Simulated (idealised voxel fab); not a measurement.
Presented below is a process module, voxel trench capacitor.
Section shown: cut. Width: 185 nm. Cell size: 5 nm, square.
Cross-section layout: square cells on a grid; listed as bands, top to bottom; a band spans one or more cell rows.
Read a band's entry like this: the first values are the height of its top and the height of its bottom in nm, and what follows is the sequence of materials from left to right, each with its width in nm. Note that "blank" is empty space, and that a single material marked "full width" reaches across the band from edge to edge.
Heights are measured from 0, the level below which the as-received wafer is all one material; the lowest band has no bottom and continues downward, written as in "0 down".
The expression "30->40" gives the width at the extremes of the band, the first number at its top row of cells and the second at its bottom row, with the width changing by equal amounts from each row to the next in between.
"no alterations made" -> step changed no cross-section cell.
Under "Entrapped voids" you'll find the enclosed gaps, the ones with no way out to the top, that are 8 cells or bigger; each reads width x height at distance, with distance counted from the left edge, everything in nm.
Where a step's line continues beyond its settings, the continuation is a remark by the simulator itself on that step.
overlay nm: right-of-plan distance of the mask on a masked step; negative values mean left-of-plan.
## Steps in the process plan
1 op RECEIVE | material Si
2 op CONFORMAL_DEP | material SiN | thk nm 10
3 op DIRECTIONAL_DEP | material aC | thk nm 15
4 op PATTERN | tone open | mask id TRENCH | material resist | width nm 25 | pitch nm 50 | thk nm 30 | overlay nm 0
5 op DIRECTIONAL_ETCH | etch materials aC | depth nm 15
6 op STRIP | etch materials resist
7 op DIRECTIONAL_ETCH | etch materials SiN | depth nm 10
8 op DIRECTIONAL_ETCH | etch materials Si | depth nm 35
9 op STRIP | etch materials aC
10 op CONFORMAL_DEP | material Al2O3 | thk nm 5
11 op CONFORMAL_DEP | material TiN | thk nm 5
12 op FILL_DEP | material W | thk nm 10
13 op CMP | height nm 10
## Account of the first of two wafers, which was processed as intended
## Cross-section of the wafer as it came to us, i.e., already through step 1
    0 down  Si full width
    Entrapped voids: none
## Upon completion of step 2, the wafer appears in cross-section as shown
    10 to 0  SiN full width
    For the remainder of the cross-section, below 0, there is no change.
## Upon completion of step 3, the wafer appears in cross-section as shown
    25 to 10  aC full width
    For the remainder of the cross-section, below 10, there is no change.
## Upon completion of step 4, the wafer appears in cross-section as shown
    55 to 25  55 nm resist  25 nm blank  25 nm resist  25 nm blank  55 nm resist
    For the remainder of the cross-section, below 25, there is no change.
## Upon completion of step 5, the wafer appears in cross-section as shown
    40 to 25  55 nm resist  25 nm blank  25 nm resist  25 nm blank  55 nm resist
    25 to 10  55 nm aC  25 nm blank  25 nm aC  25 nm blank  55 nm aC
    For the remainder of the cross-section, below 10, there is no change.
## Upon completion of step 6, the wafer appears in cross-section as shown
    25 to 10  55 nm aC  25 nm blank  25 nm aC  25 nm blank  55 nm aC
    For the remainder of the cross-section, below 10, there is no change.
## Upon completion of step 7, the wafer appears in cross-section as shown
    25 to 10  55 nm aC  25 nm blank  25 nm aC  25 nm blank  55 nm aC
    10 to 0  55 nm SiN  25 nm blank  25 nm SiN  25 nm blank  55 nm SiN
    For the remainder of the cross-section, below 0, there is no change.
## Upon completion of step 8, the wafer appears in cross-section as shown
    25 to 10  55 nm aC  25 nm blank  25 nm aC  25 nm blank  55 nm aC
    10 to 0  55 nm SiN  25 nm blank  25 nm SiN  25 nm blank  55 nm SiN
    0 to -35  55 nm Si  25 nm blank  25 nm Si  25 nm blank  55 nm Si
    For the remainder of the cross-section, below -35, there is no change.
## Upon completion of step 9, the wafer appears in cross-section as shown
    10 to 0  55 nm SiN  25 nm blank  25 nm SiN  25 nm blank  55 nm SiN
    For the remainder of the cross-section, below 0, there is no change.
## Upon completion of step 10, the wafer appears in cross-section as shown
    15 to 10  60 nm Al2O3  15 nm blank  35 nm Al2O3  15 nm blank  60 nm Al2O3
    10 to 0  55 nm SiN  5 nm Al2O3  15 nm blank  5 nm Al2O3  25 nm SiN  5 nm Al2O3  15 nm blank  5 nm Al2O3  55 nm SiN
    0 to -30  55 nm Si  5 nm Al2O3  15 nm blank  5 nm Al2O3  25 nm Si  5 nm Al2O3  15 nm blank  5 nm Al2O3  55 nm Si
    -30 to -35  55 nm Si  25 nm Al2O3  25 nm Si  25 nm Al2O3  55 nm Si
    For the remainder of the cross-section, below -35, there is no change.
## Upon completion of step 11, the wafer appears in cross-section as shown
    20 to 15  65 nm TiN  5 nm blank  45 nm TiN  5 nm blank  65 nm TiN
    15 to 10  60 nm Al2O3  5 nm TiN  5 nm blank  5 nm TiN  35 nm Al2O3  5 nm TiN  5 nm blank  5 nm TiN  60 nm Al2O3
    10 to 0  55 nm SiN  5 nm Al2O3  5 nm TiN  5 nm blank  5 nm TiN  5 nm Al2O3  25 nm SiN  5 nm Al2O3  5 nm TiN  5 nm blank  5 nm TiN  5 nm Al2O3  55 nm SiN
    0 to -25  55 nm Si  5 nm Al2O3  5 nm TiN  5 nm blank  5 nm TiN  5 nm Al2O3  25 nm Si  5 nm Al2O3  5 nm TiN  5 nm blank  5 nm TiN  5 nm Al2O3  55 nm Si
    -25 to -30  55 nm Si  5 nm Al2O3  15 nm TiN  5 nm Al2O3  25 nm Si  5 nm Al2O3  15 nm TiN  5 nm Al2O3  55 nm Si
    For the remainder of the cross-section, below -30, there is no change.
## Upon completion of step 12, the wafer appears in cross-section as shown
    30 to 20  W full width
    20 to 15  65 nm TiN  5 nm W  45 nm TiN  5 nm W  65 nm TiN
    15 to 10  60 nm Al2O3  5 nm TiN  5 nm W  5 nm TiN  35 nm Al2O3  5 nm TiN  5 nm W  5 nm TiN  60 nm Al2O3
    10 to 0  55 nm SiN  5 nm Al2O3  5 nm TiN  5 nm W  5 nm TiN  5 nm Al2O3  25 nm SiN  5 nm Al2O3  5 nm TiN  5 nm W  5 nm TiN  5 nm Al2O3  55 nm SiN
    0 to -25  55 nm Si  5 nm Al2O3  5 nm TiN  5 nm W  5 nm TiN  5 nm Al2O3  25 nm Si  5 nm Al2O3  5 nm TiN  5 nm W  5 nm TiN  5 nm Al2O3  55 nm Si
    For the remainder of the cross-section, below -25, there is no change.
## Upon completion of step 13, the wafer appears in cross-section as shown
    10 to 0  55 nm SiN  5 nm Al2O3  5 nm TiN  5 nm W  5 nm TiN  5 nm Al2O3  25 nm SiN  5 nm Al2O3  5 nm TiN  5 nm W  5 nm TiN  5 nm Al2O3  55 nm SiN
    For the remainder of the cross-section, below 0, there is no change.
## Second Wafer (Identical Start and Plan, One Processing Error; Matches First Wafer Through Step 7)
## Cross-sectional view of the second wafer at the intended end time of process step 8
    25 to 10  55 nm aC  25 nm blank  25 nm aC  25 nm blank  55 nm aC
    10 to 0  55 nm SiN  25 nm blank  25 nm SiN  25 nm blank  55 nm SiN
    0 to -70  55 nm Si  25 nm blank  25 nm Si  25 nm blank  55 nm Si
    For the remainder of the cross-section, below -70, there is no change.
## Cross-sectional view of the second wafer at the intended end time of process step 9
    10 to 0  55 nm SiN  25 nm blank  25 nm SiN  25 nm blank  55 nm SiN
    For the remainder of the cross-section, below 0, there is no change.
## Cross-sectional view of the second wafer at the intended end time of process step 10
    15 to 10  60 nm Al2O3  15 nm blank  35 nm Al2O3  15 nm blank  60 nm Al2O3
    10 to 0  55 nm SiN  5 nm Al2O3  15 nm blank  5 nm Al2O3  25 nm SiN  5 nm Al2O3  15 nm blank  5 nm Al2O3  55 nm SiN
    0 to -65  55 nm Si  5 nm Al2O3  15 nm blank  5 nm Al2O3  25 nm Si  5 nm Al2O3  15 nm blank  5 nm Al2O3  55 nm Si
    -65 to -70  55 nm Si  25 nm Al2O3  25 nm Si  25 nm Al2O3  55 nm Si
    For the remainder of the cross-section, below -70, there is no change.
## Cross-sectional view of the second wafer at the intended end time of process step 11
    20 to 15  65 nm TiN  5 nm blank  45 nm TiN  5 nm blank  65 nm TiN
    15 to 10  60 nm Al2O3  5 nm TiN  5 nm blank  5 nm TiN  35 nm Al2O3  5 nm TiN  5 nm blank  5 nm TiN  60 nm Al2O3
    10 to 0  55 nm SiN  5 nm Al2O3  5 nm TiN  5 nm blank  5 nm TiN  5 nm Al2O3  25 nm SiN  5 nm Al2O3  5 nm TiN  5 nm blank  5 nm TiN  5 nm Al2O3  55 nm SiN
    0 to -60  55 nm Si  5 nm Al2O3  5 nm TiN  5 nm blank  5 nm TiN  5 nm Al2O3  25 nm Si  5 nm Al2O3  5 nm TiN  5 nm blank  5 nm TiN  5 nm Al2O3  55 nm Si
    -60 to -65  55 nm Si  5 nm Al2O3  15 nm TiN  5 nm Al2O3  25 nm Si  5 nm Al2O3  15 nm TiN  5 nm Al2O3  55 nm Si
    For the remainder of the cross-section, below -65, there is no change.
## Cross-sectional view of the second wafer at the intended end time of process step 12
    30 to 20  W full width
    20 to 15  65 nm TiN  5 nm W  45 nm TiN  5 nm W  65 nm TiN
    15 to 10  60 nm Al2O3  5 nm TiN  5 nm W  5 nm TiN  35 nm Al2O3  5 nm TiN  5 nm W  5 nm TiN  60 nm Al2O3
    10 to 0  55 nm SiN  5 nm Al2O3  5 nm TiN  5 nm W  5 nm TiN  5 nm Al2O3  25 nm SiN  5 nm Al2O3  5 nm TiN  5 nm W  5 nm TiN  5 nm Al2O3  55 nm SiN
    0 to -60  55 nm Si  5 nm Al2O3  5 nm TiN  5 nm W  5 nm TiN  5 nm Al2O3  25 nm Si  5 nm Al2O3  5 nm TiN  5 nm W  5 nm TiN  5 nm Al2O3  55 nm Si
    For the remainder of the cross-section, below -60, there is no change.
## Cross-sectional view of the second wafer at the intended end time of process step 13
    10 to 0  55 nm SiN  5 nm Al2O3  5 nm TiN  5 nm W  5 nm TiN  5 nm Al2O3  25 nm SiN  5 nm Al2O3  5 nm TiN  5 nm W  5 nm TiN  5 nm Al2O3  55 nm SiN
    For the remainder of the cross-section, below 0, there is no change.
What went wrong in running the wafer? plan step 8 was twice executed
In the final state, the cell counts of the second wafer exceed or fall short of those of the first for the following materials: 28 more of Al2O3 | 70 fewer of Si | 28 more of TiN | 14 more of W
